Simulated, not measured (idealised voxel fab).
Name of the process module below: voxel capacitor over wiring
In the cross-section labelled cut, the width is 220 nm and each square cell is 5 nm.
Cross-section layout: square cells on a grid; listed as bands, top to bottom; a band spans one or more cell rows. This entry defines a band. It first specifies the height of the band's top and the height of its bottom in nm, and then specifies the band's materials from left to right, stating each material with its width in nm. The word "all across" identifies a single material that fills the band from edge to edge, while the word "blank" identifies empty space. Convention: height 0 is the level below which the wafer, as received, is all one material. The lowest band does not terminate at the bottom but continues downward, represented as "0 nm and below". Graded width ("30..40"): value in top row of band = first number; value in bottom row = second number; row-to-row change constant. The designation "no modifications", where it is given for a processing step, indicates that no cell of the cross-section was altered in the course of that step. For the entry "Closed internal voids", the listed items are empty spaces with no open way to the top whose size is 8 cells or more; each item follows the pattern width x height at distance, where distance is from the left edge and all three are in nm. Formally, on a step line, whatever follows the settings is a remark that the simulator itself makes on the step. The line of a step may include "overlay nm". On a step with a mask, this value is how far to the right of its planned place the mask lay. A negative value means the mask lay to the left. The remainder of this document consists of a sequence of paired cross-sections. Each pair presents the cross-section prior to one process step together with the cross-section following it, the latter being rendered only as deep as the lowest band that underwent change. The intervening step, together with its settings, is stated beneath each pair. Because the pairs may originate from different runs of this module on the same starting wafer, a given pair is to be read as continuing from the preceding pair only where its entry headed "Geometry before processing" so indicates.
## Geometry before processing
- 90 nm to 80 nm: blank (75) / aC (65) / blank (80)
- 80 nm to 75 nm: aC all across
- 75 nm to 70 nm: aC (75) / TiN (65) / aC (80)
- 70 nm to 65 nm: aC (75) / Al2O3 (65) / aC (80)
- 65 nm to 60 nm: TiN all across
- 60 nm to 40 nm: lowk (65) / Ru (15) / lowk (140)
- 40 nm to 35 nm: SiCN (65) / Ru (15) / SiCN (140)
- 35 nm to 30 nm: SiCN (55) / Ru (30) / SiCN (50) / Ru (30) / SiCN (55)
- 30 nm to 15 nm: SiO2 (60) / TiN (5) / Ru (10) / TiN (5) / SiO2 (60) / TiN (5) / Ru (10) / TiN (5) / SiO2 (60)
- 15 nm to 10 nm: SiN (60) / TiN (20) / SiN (60) / TiN (20) / SiN (60)
- 10 nm to 0 nm: SiO2 all across
- 0 nm and below: Si all across
- Closed internal voids: none
## Resulting Cross-Section
- 125 nm to 90 nm: blank (60) / resist (75) / blank (85)
- 90 nm to 80 nm: blank (60) / resist (15) / aC (65) / blank (80)
- Anything lower than 80 is untouched.
- Closed internal voids: none
The step carried out between the cross-section before it and the cross-section after it, both shown above, is op PATTERN | tone cover | mask id LOWER_PLATE | material resist | width nm 75 | thk nm 35 | overlay nm 0
Geometry before processing: = after-state of the pair above.
## Resulting Cross-Section
- 110 nm to 90 nm: blank (60) / resist (75) / blank (85)
- 90 nm to 80 nm: blank (60) / resist (15) / aC (60) / blank (85)
- 80 nm to 75 nm: blank (60) / aC (75) / blank (85)
- 75 nm to 70 nm: blank (60) / aC (15) / TiN (65) / blank (80)
- 70 nm to 65 nm: blank (60) / aC (15) / Al2O3 (65) / blank (80)
- Anything lower than 65 is untouched.
- Closed internal voids: none
The step carried out between the cross-section before it and the cross-section after it, both shown above, is op DIRECTIONAL_ETCH | etch materials aC | depth nm 15
Geometry before processing: = after-state of the pair above.
## Resulting Cross-Section
- 90 nm to 80 nm: blank (75) / aC (60) / blank (85)
- Anything lower than 80 is untouched.
- Closed internal voids: none
The step carried out between the cross-section before it and the cross-section after it, both shown above, is op STRIP | etch materials resist
Geometry before processing: = after-state of the pair above.
## Resulting Cross-Section
- 90 nm to 80 nm: blank (75) / aC (60) / blank (85)
- 80 nm to 75 nm: blank (60) / aC (75) / blank (85)
- 75 nm to 70 nm: blank (60) / aC (15) / TiN (60) / blank (85)
- 70 nm to 65 nm: blank (60) / aC (15) / Al2O3 (65) / blank (80)
- 65 nm to 60 nm: blank (60) / TiN (80) / blank (80)
- Anything lower than 60 is untouched.
- Closed internal voids: none
The step carried out between the cross-section before it and the cross-section after it, both shown above, is op DIRECTIONAL_ETCH | etch materials TiN | depth nm 5
Geometry before processing: = after-state of the pair above.
## Resulting Cross-Section
- 75 nm to 70 nm: blank (75) / TiN (60) / blank (85)
- 70 nm to 65 nm: blank (75) / Al2O3 (65) / blank (80)
- Anything lower than 65 is untouched.
- Closed internal voids: none
The step carried out between the cross-section before it and the cross-section after it, both shown above, is op STRIP | etch materials aC
Geometry before processing: = after-state of the pair above.
## Resulting Cross-Section
- 90 nm to 75 nm: SiO2 all across
- 75 nm to 70 nm: SiO2 (75) / TiN (60) / SiO2 (85)
- 70 nm to 65 nm: SiO2 (75) / Al2O3 (65) / SiO2 (80)
- 65 nm to 60 nm: SiO2 (60) / TiN (80) / SiO2 (80)
- Anything lower than 60 is untouched.
- Closed internal voids: none
The step carried out between the cross-section before it and the cross-section after it, both shown above, is op FILL_DEP | material SiO2 | thk nm 15
Geometry before processing: = after-state of the pair above.
## Resulting Cross-Section
- 85 nm to 75 nm: SiO2 all across
- Anything lower than 75 is untouched.
- Closed internal voids: none
The step carried out between the cross-section before it and the cross-section after it, both shown above, is op CMP | height nm 85
Geometry before processing: = after-state of the pair above.
## Resulting Cross-Section
- 100 nm to 85 nm: resist (75) / blank (15) / resist (130)
- Anything lower than 85 is untouched.
- Closed internal voids: none
The step carried out between the cross-section before it and the cross-section after it, both shown above, is op PATTERN | tone open | mask id PLUG_2 | material resist | width nm 15 | thk nm 15 | overlay nm 0
Geometry before processing: = after-state of the pair above.
## Resulting Cross-Section
- 100 nm to 85 nm: resist (75) / blank (15) / resist (130)
- 85 nm to 75 nm: SiO2 (75) / blank (15) / SiO2 (130)
- Anything lower than 75 is untouched.
- Closed internal voids: none
The step carried out between the cross-section before it and the cross-section after it, both shown above, is op DIRECTIONAL_ETCH | etch materials SiO2 | depth nm 10
Geometry before processing: = after-state of the pair above.
## Resulting Cross-Section
- 85 nm to 75 nm: SiO2 (75) / blank (15) / SiO2 (130)
- Anything lower than 75 is untouched.
- Closed internal voids: none
The step carried out between the cross-section before it and the cross-section after it, both shown above, is op STRIP | etch materials resist
Geometry before processing: = after-state of the pair above.
## Resulting Cross-Section
- 90 nm to 85 nm: TiN (80) / blank (5) / TiN (135)
- 85 nm to 80 nm: SiO2 (75) / TiN (5) / blank (5) / TiN (5) / SiO2 (130)
- 80 nm to 70 nm: SiO2 (75) / TiN (15..60) / SiO2 (130..85)
- Anything lower than 70 is untouched.
- Closed internal voids: none
The step carried out between the cross-section before it and the cross-section after it, both shown above, is op CONFORMAL_DEP | material TiN | thk nm 5
Geometry before processing: = after-state of the pair above.
## Resulting Cross-Section
- 100 nm to 90 nm: Cu all across
- 90 nm to 85 nm: TiN (80) / Cu (5) / TiN (135)
- 85 nm to 80 nm: SiO2 (75) / TiN (5) / Cu (5) / TiN (5) / SiO2 (130)
- Anything lower than 80 is untouched.
- Closed internal voids: none
The step carried out between the cross-section before it and the cross-section after it, both shown above, is op FILL_DEP | material Cu | thk nm 10
Geometry before processing: = after-state of the pair above.
## Resulting Cross-Section
- 85 nm to 80 nm: SiO2 (75) / TiN (5) / Cu (5) / TiN (5) / SiO2 (130)
- Anything lower than 80 is untouched.
- Closed internal voids: none
The step carried out between the cross-section before it and the cross-section after it, both shown above, is op CMP | height nm 85
Geometry before processing: = after-state of the pair above.
## Resulting Cross-Section
- 90 nm to 85 nm: SiN all across
- Anything lower than 85 is untouched.
- Closed internal voids: none
The step carried out between the cross-section before it and the cross-section after it, both shown above, is op CONFORMAL_DEP | material SiN | thk nm 5
## Geometry before processing
- 40 nm to 35 nm: SiCN all across
- 35 nm to 30 nm: SiCN (55) / Ru (30) / SiCN (50) / Ru (30) / SiCN (55)
- 30 nm to 15 nm: SiO2 (60) / TiN (5) / Ru (10) / TiN (5) / SiO2 (60) / TiN (5) / Ru (10) / TiN (5) / SiO2 (60)
- 15 nm to 10 nm: SiN (60) / TiN (20) / SiN (60) / TiN (20) / SiN (60)
- 10 nm to 0 nm: SiO2 all across
- 0 nm and below: Si all across
- Closed internal voids: none
## Resulting Cross-Section
- 60 nm to 40 nm: Al2O3 all across
- Anything lower than 40 is untouched.
- Closed internal voids: none
The step carried out between the cross-section before it and the cross-section after it, both shown above, is op DIRECTIONAL_DEP | material Al2O3 | thk nm 20
Geometry before processing: = after-state of the pair above.
## Resulting Cross-Section
- 70 nm to 60 nm: aC all across
- Anything lower than 60 is untouched.
- Closed internal voids: none
The step carried out between the cross-section before it and the cross-section after it, both shown above, is op DIRECTIONAL_DEP | material aC | thk nm 10
Geometry before processing: = after-state of the pair above.
## Resulting Cross-Section
- 95 nm to 70 nm: resist (65) / blank (15) / resist (140)
- Anything lower than 70 is untouched.
- Closed internal voids: none
The step carried out between the cross-section before it and the cross-section after it, both shown above, is op PATTERN | tone open | mask id PLUG_1 | material resist | width nm 15 | thk nm 25 | overlay nm 0
Geometry before processing: = after-state of the pair above.
## Resulting Cross-Section
- 85 nm to 70 nm: resist (65) / blank (15) / resist (140)
- 70 nm to 60 nm: aC (65) / blank (15) / aC (140)
- Anything lower than 60 is untouched.
- Closed internal voids: none
The step carried out between the cross-section before it and the cross-section after it, both shown above, is op DIRECTIONAL_ETCH | etch materials aC | depth nm 10
Geometry before processing: = after-state of the pair above.
## Resulting Cross-Section
- 70 nm to 60 nm: aC (65) / blank (15) / aC (140)
- Anything lower than 60 is untouched.
- Closed internal voids: none
The step carried out between the cross-section before it and the cross-section after it, both shown above, is op STRIP | etch materials resist
Geometry before processing: = after-state of the pair above.
## Resulting Cross-Section
- 60 nm to 40 nm: Al2O3 all across
- Anything lower than 40 is untouched.
- Closed internal voids: none
The step carried out between the cross-section before it and the cross-section after it, both shown above, is op STRIP | etch materials aC
Geometry before processing: = after-state of the pair above.
## Resulting Cross-Section
- 65 nm to 60 nm: TiN all across
- Anything lower than 60 is untouched.
- Closed internal voids: none
The step carried out between the cross-section before it and the cross-section after it, both shown above, is op DIRECTIONAL_DEP | material TiN | thk nm 5
Geometry before processing: = after-state of the pair above.
## Resulting Cross-Section
- 70 nm to 65 nm: Al2O3 all across
- Anything lower than 65 is untouched.
- Closed internal voids: none
The step carried out between the cross-section before it and the cross-section after it, both shown above, is op DIRECTIONAL_DEP | material Al2O3 | thk nm 5
Geometry before processing: = after-state of the pair above.
## Resulting Cross-Section
- 75 nm to 70 nm: TiN all across
- Anything lower than 70 is untouched.
- Closed internal voids: none
The step carried out between the cross-section before it and the cross-section after it, both shown above, is op DIRECTIONAL_DEP | material TiN | thk nm 5
Geometry before processing: = after-state of the pair above.
## Resulting Cross-Section
- 90 nm to 75 nm: aC all across
- Anything lower than 75 is untouched.
- Closed internal voids: none
The step carried out between the cross-section before it and the cross-section after it, both shown above, is op DIRECTIONAL_DEP | material aC | thk nm 15
Geometry before processing: = after-state of the pair above.
## Resulting Cross-Section
- 125 nm to 90 nm: blank (65) / resist (65) / blank (90)
- Anything lower than 90 is untouched.
- Closed internal voids: none
The step carried out between the cross-section before it and the cross-section after it, both shown above, is op PATTERN | tone cover | mask id UPPER_PLATE | material resist | width nm 65 | thk nm 35 | overlay nm 0
Geometry before processing: = after-state of the pair above.
## Resulting Cross-Section
- 110 nm to 90 nm: blank (65) / resist (65) / blank (90)
- 90 nm to 75 nm: blank (65) / aC (65) / blank (90)
- Anything lower than 75 is untouched.
- Closed internal voids: none
The step carried out between the cross-section before it and the cross-section after it, both shown above, is op DIRECTIONAL_ETCH | etch materials aC | depth nm 15
Geometry before processing: = after-state of the pair above.
## Resulting Cross-Section
- 90 nm to 75 nm: blank (65) / aC (65) / blank (90)
- Anything lower than 75 is untouched.
- Closed internal voids: none
The step carried out between the cross-section before it and the cross-section after it, both shown above, is op STRIP | etch materials resist
Geometry before processing: = after-state of the pair above.
## Resulting Cross-Section
- 90 nm to 75 nm: blank (65) / aC (65) / blank (90)
- 75 nm to 70 nm: blank (65) / TiN (65) / blank (90)
- Anything lower than 70 is untouched.
- Closed internal voids: none
The step carried out between the cross-section before it and the cross-section after it, both shown above, is op DIRECTIONAL_ETCH | etch materials TiN | depth nm 5
Geometry before processing: = after-state of the pair above.
## Resulting Cross-Section
- 90 nm to 75 nm: blank (65) / aC (65) / blank (90)
- 75 nm to 70 nm: blank (65) / TiN (65) / blank (90)
- 70 nm to 65 nm: blank (65) / Al2O3 (65) / blank (90)
- Anything lower than 65 is untouched.
- Closed internal voids: none
The step carried out between the cross-section before it and the cross-section after it, both shown above, is op DIRECTIONAL_ETCH | etch materials Al2O3 | depth nm 5
Geometry before processing: = after-state of the pair above.
## Resulting Cross-Section
- 75 nm to 70 nm: blank (65) / TiN (65) / blank (90)
- Anything lower than 70 is untouched.
- Closed internal voids: none
The step carried out between the cross-section before it and the cross-section after it, both shown above, is op STRIP | etch materials aC
Geometry before processing: = after-state of the pair above.
## Resulting Cross-Section
- 90 nm to 80 nm: blank (65) / aC (65) / blank (90)
- 80 nm to 75 nm: aC all across
- 75 nm to 70 nm: aC (65) / TiN (65) / aC (90)
- 70 nm to 65 nm: aC (65) / Al2O3 (65) / aC (90)
- Anything lower than 65 is untouched.
- Closed internal voids: none
The step carried out between the cross-section before it and the cross-section after it, both shown above, is op DIRECTIONAL_DEP | material aC | thk nm 15
Geometry before processing: = after-state of the pair above.
## Resulting Cross-Section
- 125 nm to 90 nm: blank (60) / resist (75) / blank (85)
- 90 nm to 80 nm: blank (60) / resist (5) / aC (65) / resist (5) / blank (85)
- Anything lower than 80 is untouched.
- Closed internal voids: none
The step carried out between the cross-section before it and the cross-section after it, both shown above, is op PATTERN | tone cover | mask id LOWER_PLATE | material resist | width nm 75 | thk nm 35 | overlay nm 0
Geometry before processing: = after-state of the pair above.
## Resulting Cross-Section
- 110 nm to 90 nm: blank (60) / resist (75) / blank (85)
- 90 nm to 80 nm: blank (60) / resist (5) / aC (65) / resist (5) / blank (85)
- 80 nm to 75 nm: blank (60) / aC (75) / blank (85)
- 75 nm to 70 nm: blank (60) / aC (5) / TiN (65) / aC (5) / blank (85)
- 70 nm to 65 nm: blank (60) / aC (5) / Al2O3 (65) / aC (5) / blank (85)
- Anything lower than 65 is untouched.
- Closed internal voids: none
The step carried out between the cross-section before it and the cross-section after it, both shown above, is op DIRECTIONAL_ETCH | etch materials aC | depth nm 15
Geometry before processing: = after-state of the pair above.
## Resulting Cross-Section
- 90 nm to 80 nm: blank (65) / aC (65) / blank (90)
- Anything lower than 80 is untouched.
- Closed internal voids: none
The step carried out between the cross-section before it and the cross-section after it, both shown above, is op STRIP | etch materials resist
Geometry before processing: = after-state of the pair above.
## Resulting Cross-Section
- 90 nm to 80 nm: blank (65) / aC (65) / blank (90)
- 80 nm to 75 nm: blank (60) / aC (75) / blank (85)
- 75 nm to 70 nm: blank (60) / aC (5) / TiN (65) / aC (5) / blank (85)
- 70 nm to 65 nm: blank (60) / aC (5) / Al2O3 (65) / aC (5) / blank (85)
- 65 nm to 60 nm: blank (60) / TiN (75) / blank (85)
- Anything lower than 60 is untouched.
- Closed internal voids: none
The step carried out between the cross-section before it and the cross-section after it, both shown above, is op DIRECTIONAL_ETCH | etch materials TiN | depth nm 5
Geometry before processing: = after-state of the pair above.
## Resulting Cross-Section
- 75 nm to 70 nm: blank (65) / TiN (65) / blank (90)
- 70 nm to 65 nm: blank (65) / Al2O3 (65) / blank (90)
- Anything lower than 65 is untouched.
- Closed internal voids: none
The step carried out between the cross-section before it and the cross-section after it, both shown above, is op STRIP | etch materials aC
Geometry before processing: = after-state of the pair above.
## Resulting Cross-Section
- 90 nm to 75 nm: SiO2 all across
- 75 nm to 70 nm: SiO2 (65) / TiN (65) / SiO2 (90)
- 70 nm to 65 nm: SiO2 (65) / Al2O3 (65) / SiO2 (90)
- 65 nm to 60 nm: SiO2 (60) / TiN (75) / SiO2 (85)
- Anything lower than 60 is untouched.
- Closed internal voids: none
The step carried out between the cross-section before it and the cross-section after it, both shown above, is op FILL_DEP | material SiO2 | thk nm 15
Geometry before processing: = after-state of the pair above.
## Resulting Cross-Section
- 85 nm to 75 nm: SiO2 all across
- Anything lower than 75 is untouched.
- Closed internal voids: none
The step carried out between the cross-section before it and the cross-section after it, both shown above, is op CMP | height nm 85
Geometry before processing: = after-state of the pair above.
## Resulting Cross-Section
- 100 nm to 85 nm: resist (75) / blank (15) / resist (130)
- Anything lower than 85 is untouched.
- Closed internal voids: none
The step carried out between the cross-section before it and the cross-section after it, both shown above, is op PATTERN | tone open | mask id PLUG_2 | material resist | width nm 15 | thk nm 15 | overlay nm 0
Geometry before processing: = after-state of the pair above.
## Resulting Cross-Section
- 100 nm to 85 nm: resist (75) / blank (15) / resist (130)
- 85 nm to 75 nm: SiO2 (75) / blank (15) / SiO2 (130)
- Anything lower than 75 is untouched.
- Closed internal voids: none
The step carried out between the cross-section before it and the cross-section after it, both shown above, is op DIRECTIONAL_ETCH | etch materials SiO2 | depth nm 10
Geometry before processing: = after-state of the pair above.
## Resulting Cross-Section
- 85 nm to 75 nm: SiO2 (75) / blank (15) / SiO2 (130)
- Anything lower than 75 is untouched.
- Closed internal voids: none
The step carried out between the cross-section before it and the cross-section after it, both shown above, is op STRIP | etch materials resist
Geometry before processing: = after-state of the pair above.
## Resulting Cross-Section
- 90 nm to 85 nm: TiN (80) / blank (5) / TiN (135)
- 85 nm to 80 nm: SiO2 (75) / TiN (5) / blank (5) / TiN (5) / SiO2 (130)
- 80 nm to 70 nm: SiO2 (75..65) / TiN (15..65) / SiO2 (130..90)
- Anything lower than 70 is untouched.
- Closed internal voids: none
The step carried out between the cross-section before it and the cross-section after it, both shown above, is op CONFORMAL_DEP | material TiN | thk nm 5
Geometry before processing: = after-state of the pair above.
## Resulting Cross-Section
- 100 nm to 90 nm: Cu all across
- 90 nm to 85 nm: TiN (80) / Cu (5) / TiN (135)
- 85 nm to 80 nm: SiO2 (75) / TiN (5) / Cu (5) / TiN (5) / SiO2 (130)
- Anything lower than 80 is untouched.
- Closed internal voids: none
The step carried out between the cross-section before it and the cross-section after it, both shown above, is op FILL_DEP | material Cu | thk nm 10
Geometry before processing: = after-state of the pair above.
## Resulting Cross-Section
- 85 nm to 80 nm: SiO2 (75) / TiN (5) / Cu (5) / TiN (5) / SiO2 (130)
- Anything lower than 80 is untouched.
- Closed internal voids: none
The step carried out between the cross-section before it and the cross-section after it, both shown above, is op CMP | height nm 85
Geometry before processing: = after-state of the pair above.
## Resulting Cross-Section
- 90 nm to 85 nm: SiN all across
- Anything lower than 85 is untouched.
- Closed internal voids: none
The step carried out between the cross-section before it and the cross-section after it, both shown above, is op CONFORMAL_DEP | material SiN | thk nm 5
## Geometry before processing
- 90 nm to 80 nm: blank (65) / aC (65) / blank (90)
- 80 nm to 75 nm: aC all across
- 75 nm to 70 nm: aC (65) / TiN (65) / aC (90)
- 70 nm to 65 nm: aC (65) / Al2O3 (65) / aC (90)
- 65 nm to 60 nm: TiN all across
- 60 nm to 40 nm: lowk (65) / Ru (15) / lowk (140)
- 40 nm to 35 nm: SiCN (65) / Ru (15) / SiCN (140)
- 35 nm to 30 nm: SiCN (55) / Ru (30) / SiCN (50) / Ru (30) / SiCN (55)
- 30 nm to 15 nm: SiO2 (60) / TiN (5) / Ru (10) / TiN (5) / SiO2 (60) / TiN (5) / Ru (10) / TiN (5) / SiO2 (60)
- 15 nm to 10 nm: SiN (60) / TiN (20) / SiN (60) / TiN (20) / SiN (60)
- 10 nm to 0 nm: SiO2 all across
- 0 nm and below: Si all across
- Closed internal voids: none
## Resulting Cross-Section
- 125 nm to 90 nm: resist (60) / blank (75) / resist (85)
- 90 nm to 80 nm: resist (60) / blank (5) / aC (65) / blank (5) / resist (85)
- Anything lower than 80 is untouched.
- Closed internal voids: none
The step carried out between the cross-section before it and the cross-section after it, both shown above, is op PATTERN | tone open | mask id LOWER_PLATE | material resist | width nm 75 | thk nm 35 | overlay nm 0
Geometry before processing: = after-state of the pair above.
## Resulting Cross-Section
- 110 nm to 80 nm: resist (60) / blank (75) / resist (85)
- 80 nm to 75 nm: aC (60) / blank (75) / aC (85)
- 75 nm to 70 nm: aC (60) / blank (5) / TiN (65) / blank (5) / aC (85)
- 70 nm to 65 nm: aC (60) / blank (5) / Al2O3 (65) / blank (5) / aC (85)
- Anything lower than 65 is untouched.
- Closed internal voids: none
The step carried out between the cross-section before it and the cross-section after it, both shown above, is op DIRECTIONAL_ETCH | etch materials aC | depth nm 15
Geometry before processing: = after-state of the pair above.
## Resulting Cross-Section
- 80 nm to 75 nm: aC (60) / blank (75) / aC (85)
- Anything lower than 75 is untouched.
- Closed internal voids: none
The step carried out between the cross-section before it and the cross-section after it, both shown above, is op STRIP | etch materials resist
Geometry before processing: = after-state of the pair above.
## Resulting Cross-Section
- 80 nm to 70 nm: aC (60) / blank (75) / aC (85)
- 70 nm to 65 nm: aC (60) / blank (5) / Al2O3 (65) / blank (5) / aC (85)
- 65 nm to 60 nm: TiN (60) / blank (5) / TiN (65) / blank (5) / TiN (85)
- Anything lower than 60 is untouched.
- Closed internal voids: none
The step carried out between the cross-section before it and the cross-section after it, both shown above, is op DIRECTIONAL_ETCH | etch materials TiN | depth nm 5
Geometry before processing: = after-state of the pair above.
## Resulting Cross-Section
- 70 nm to 65 nm: blank (65) / Al2O3 (65) / blank (90)
- Anything lower than 65 is untouched.
- Closed internal voids: none
The step carried out between the cross-section before it and the cross-section after it, both shown above, is op STRIP | etch materials aC
Geometry before processing: = after-state of the pair above.
## Resulting Cross-Section
- 85 nm to 70 nm: SiO2 all across
- 70 nm to 65 nm: SiO2 (65) / Al2O3 (65) / SiO2 (90)
- 65 nm to 60 nm: TiN (60) / SiO2 (5) / TiN (65) / SiO2 (5) / TiN (85)
- Anything lower than 60 is untouched.
- Closed internal voids: none
The step carried out between the cross-section before it and the cross-section after it, both shown above, is op FILL_DEP | material SiO2 | thk nm 15
Geometry before processing: = after-state of the pair above.
## Resulting Cross-Section
- 100 nm to 85 nm: resist (75) / blank (15) / resist (130)
- Anything lower than 85 is untouched.
- Closed internal voids: none
The step carried out between the cross-section before it and the cross-section after it, both shown above, is op PATTERN | tone open | mask id PLUG_2 | material resist | width nm 15 | thk nm 15 | overlay nm 0
Geometry before processing: = after-state of the pair above.
## Resulting Cross-Section
- 100 nm to 85 nm: resist (75) / blank (15) / resist (130)
- 85 nm to 75 nm: SiO2 (75) / blank (15) / SiO2 (130)
- Anything lower than 75 is untouched.
- Closed internal voids: none
The step carried out between the cross-section before it and the cross-section after it, both shown above, is op DIRECTIONAL_ETCH | etch materials SiO2 | depth nm 10
Geometry before processing: = after-state of the pair above.
## Resulting Cross-Section
- 85 nm to 75 nm: SiO2 (75) / blank (15) / SiO2 (130)
- Anything lower than 75 is untouched.
- Closed internal voids: none
The step carried out between the cross-section before it and the cross-section after it, both shown above, is op STRIP | etch materials resist
Geometry before processing: = after-state of the pair above.
## Resulting Cross-Section
- 90 nm to 85 nm: TiN (80) / blank (5) / TiN (135)
- 85 nm to 80 nm: SiO2 (75) / TiN (5) / blank (5) / TiN (5) / SiO2 (130)
- 80 nm to 75 nm: SiO2 (75) / TiN (15) / SiO2 (130)
- Anything lower than 75 is untouched.
- Closed internal voids: none
The step carried out between the cross-section before it and the cross-section after it, both shown above, is op CONFORMAL_DEP | material TiN | thk nm 5
Geometry before processing: = after-state of the pair above.
## Resulting Cross-Section
- 100 nm to 90 nm: Cu all across
- 90 nm to 85 nm: TiN (80) / Cu (5) / TiN (135)
- 85 nm to 80 nm: SiO2 (75) / TiN (5) / Cu (5) / TiN (5) / SiO2 (130)
- Anything lower than 80 is untouched.
- Closed internal voids: none
The step carried out between the cross-section before it and the cross-section after it, both shown above, is op FILL_DEP | material Cu | thk nm 10
Geometry before processing: = after-state of the pair above.
## Resulting Cross-Section
- 85 nm to 80 nm: SiO2 (75) / TiN (5) / Cu (5) / TiN (5) / SiO2 (130)
- Anything lower than 80 is untouched.
- Closed internal voids: none
The step carried out between the cross-section before it and the cross-section after it, both shown above, is op CMP | height nm 85
Geometry before processing: = after-state of the pair above.
## Resulting Cross-Section
- 90 nm to 85 nm: SiN all across
- Anything lower than 85 is untouched.
- Closed internal voids: none
The step carried out between the cross-section before it and the cross-section after it, both shown above, is op CONFORMAL_DEP | material SiN | thk nm 5
